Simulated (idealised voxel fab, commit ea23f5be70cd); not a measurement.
process module | voxel quadruple lines
cross-section cut | 155 nm wide | cells 5 nm
A cross-section is a grid of square cells, given in bands from the top down. A band is one or more rows of cells.
Each band's line starts with the height of the band's top and of its bottom, in nm. Then come its materials from left to right, each with its width in nm. One material with "throughout" fills the band from edge to edge. "air" is empty space.
Height 0 is the level under which the wafer as received is all one material. The lowest band goes on downwards, as in "0 down".
A width such as "30 to 40" changes by the same amount from each row of cells to the next, from the band's top row to its bottom row.
"no change" after a step means that no cell of the cross-section changed.
closed voids: empty space of 8 cells or more with no open way to the top, each as width x height at its distance from the left edge, in nm
after a step's settings: what the simulator itself notes on the step
overlay nm, on a step with a mask: how far to the right of its planned place the mask lay; to the left if negative
plan
1 op RECEIVE | material Si
2 op CONFORMAL_DEP | material SiO2 | thk nm 5
3 op DIRECTIONAL_DEP | material W | thk nm 10
4 op DIRECTIONAL_DEP | material polySi | thk nm 15
5 op DIRECTIONAL_DEP | material aC | thk nm 20
6 op PATTERN | tone cover | mask id MANDREL | material resist | width nm 35 | thk nm 30 | overlay nm 0
7 op DIRECTIONAL_ETCH | etch materials aC | depth nm 20
8 op STRIP | etch materials resist
9 op CONFORMAL_DEP | material SiO2 | thk nm 15
10 op DIRECTIONAL_ETCH | etch materials SiO2 | depth nm 15
11 op STRIP | etch materials aC
12 op DIRECTIONAL_ETCH | etch materials polySi | depth nm 15
13 op STRIP | etch materials SiO2
14 op CONFORMAL_DEP | material SiCN | thk nm 10
15 op DIRECTIONAL_ETCH | etch materials SiCN | depth nm 10
16 op STRIP | etch materials polySi
17 op DIRECTIONAL_ETCH | etch materials W | depth nm 10
18 op STRIP | etch materials SiCN
as received, after step 1
  0 down: Si throughout
  closed voids: none
a wafer at the end: this start, this plan, one mistake
  15 to 5: air 35 | W 35 | air 15 | W 35 | air 35
  5 to 0: SiO2 throughout
  0 down: Si throughout
  closed voids: none
what went wrong: steps 16 and 17 were swapped
